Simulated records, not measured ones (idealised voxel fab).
Process module name: voxel lift off
We display cut, a cross-section 295 nm in width whose square cells are each 5 nm.
Throughout this document, each cross-section is represented as a grid of square cells and is presented as a sequence of bands enumerated from the top downward, where a band comprises one or more rows of cells. Quick guide to a band line: top height, bottom height (nm) up front; then every material left to right with its width in nm. Only one material and it's marked "all across"? Then it fills the band edge to edge. And "empty" just means empty space. The reference from which all heights are counted is 0, the level beneath which the as-received wafer is entirely one material; the lowest band, having no lower bound, proceeds downward and is written after the example "top 0, no bottom". It should be noted that a width expressed as "30..40" varies in equal increments from row to row of cells within the band, taking the value of the first number at the top row and that of the second number at the bottom row. The designation "no modification", where it is given for a processing step, indicates that no cell of the cross-section was altered in the course of that step. "Enclosed internal cavities" contains a list of empty spaces, each no smaller than 8 cells and without an open way to the top, written in the form width x height at distance with the distance from the left edge and all three in nm. after a step's settings: what the simulator itself notes on the step. overlay nm: mask offset rightward from planned place, masked step; negative means leftward offset.
**Below is the list of planned process steps**
1) RECEIVE [material Si]
2) CONFORMAL_DEP [material SiN] [thk nm 10]
3) PATTERN [tone open] [mask id LINES] [material resist] [width nm 20] [pitch nm 40] [thk nm 25] [overlay nm 0]
4) DIRECTIONAL_DEP [material Ru] [thk nm 15]
5) STRIP [etch materials resist]
6) CONFORMAL_DEP [material SiN] [thk nm 10]
**Cross-section of the wafer as it came to us, i.e., already through step 1**
- top 0, no bottom  Si all across
- Enclosed internal cavities: none
**Result of the module, cross-sectioned: start per above, plan per above, one error in how it was run**
- top 25, bottom 10  empty 115, then Ru 20, then empty 20, then Ru 20, then empty 120
- top 10, bottom 0  SiN all across
- top 0, no bottom  Si all across
- Enclosed internal cavities: none
Run error: plan step 6 skipped
